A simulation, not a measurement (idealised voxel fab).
Process module, titled voxel self aligned vias
For reference, the cross-section in this document is cut, with width 230 nm and square cells of 5 nm.
In this document a cross-section is written as a grid of square cells. It is given as a series of bands, listed from the top down, and a band is one or more rows of cells. The band entry comprises the height of the band's top followed by the height of its bottom, expressed in nm, and subsequently the band's materials from left to right, each stated together with its width in nm. Where a single material is marked with the word "full width", that material fills the band from edge to edge. The word "empty" represents empty space. Counting heights begins at 0, where everything beneath is, in the wafer as received, one material. The lowest band has no bottom; it goes on downwards, as "from 0 down" shows. When a width is written as two numbers, as in "30->40", the first number is the width in the top row of cells of the band and the second is the width in its bottom row, and the width changes by the same amount from each row to the next. "nothing was modified" means the step left every cell of the cross-section as it was. The entry "Enclosed empty spaces" lists the empty spaces that cover at least 8 cells and have no open path to the top. Each is written as width x height at distance, where the distance is measured from the left edge and all three values are in nm. It should be noted that, on the line of a given step, the content following the step's settings is a remark produced by the simulator itself with respect to that step. overlay nm: where the mask lay relative to plan, measured to the right, on steps with a mask; negatives go left.
# The process steps that were planned are listed below
1 RECEIVE,material Si
2 CONFORMAL_DEP,material SiO2,thk nm 10
3 CONFORMAL_DEP,material SiCN,thk nm 5
4 DIRECTIONAL_DEP,material SiO2,thk nm 30
5 DIRECTIONAL_DEP,material aC,thk nm 15
6 PATTERN,tone open,mask id LINES,material resist,width nm 25,pitch nm 55,thk nm 30,overlay nm 0
7 DIRECTIONAL_ETCH,etch materials aC,depth nm 15
8 STRIP,etch materials resist
9 DIRECTIONAL_ETCH,etch materials SiO2,depth nm 30
10 STRIP,etch materials aC
11 CONFORMAL_DEP,material TiN,thk nm 5
12 FILL_DEP,material W,thk nm 5
13 CMP,height nm 45
14 SELECTIVE_ETCH,etch materials W Ru TiN,depth nm 10
15 FILL_DEP,material SiN,thk nm 5
16 CMP,height nm 45
17 DIRECTIONAL_DEP,material SiO2,thk nm 15
18 DIRECTIONAL_DEP,material aC,thk nm 10
19 PATTERN,tone open,mask id VIAS,material resist,width nm 35,pitch nm 55,thk nm 25,overlay nm 0
20 DIRECTIONAL_ETCH,etch materials aC,depth nm 10
21 STRIP,etch materials resist
22 DIRECTIONAL_ETCH,etch materials SiO2,depth nm 15
23 DIRECTIONAL_ETCH,etch materials SiN,depth nm 10
24 STRIP,etch materials aC
25 CONFORMAL_DEP,material TiN,thk nm 5
26 FILL_DEP,material Ru,thk nm 5
27 CMP,height nm 60
28 CONFORMAL_DEP,material SiCN,thk nm 5
# Cross-section, incoming material, after step 1
- from 0 down | Si full width
- Enclosed empty spaces: none
# Cross-sectional result after module completion. Note: starting condition and plan are unchanged from above; one processing mistake was made
- from 65 to 60 | SiCN full width
- from 60 to 40 | SiO2 40 | TiN 5 | Ru 25 | TiN 5 | SiO2 20 | TiN 5 | Ru 25 | TiN 5 | SiO2 20 | TiN 5 | Ru 25 | TiN 5 | SiO2 45
- from 40 to 35 | SiO2 40 | TiN 35 | SiO2 20 | TiN 35 | SiO2 20 | TiN 35 | SiO2 45
- from 35 to 30 | SiO2 40 | TiN 10 | W 15 | TiN 10 | SiO2 20 | TiN 10 | W 15 | TiN 10 | SiO2 20 | TiN 10 | W 15 | TiN 10 | SiO2 45
- from 30 to 20 | SiO2 45 | TiN 5 | W 15 | TiN 5 | SiO2 30 | TiN 5 | W 15 | TiN 5 | SiO2 30 | TiN 5 | W 15 | TiN 5 | SiO2 50
- from 20 to 15 | SiO2 45 | TiN 25 | SiO2 30 | TiN 25 | SiO2 30 | TiN 25 | SiO2 50
- from 15 to 10 | SiCN full width
- from 10 to 0 | SiO2 full width
- from 0 down | Si full width
- Enclosed empty spaces: none
So what did we get wrong on this run? the plan had its step 22 run twice
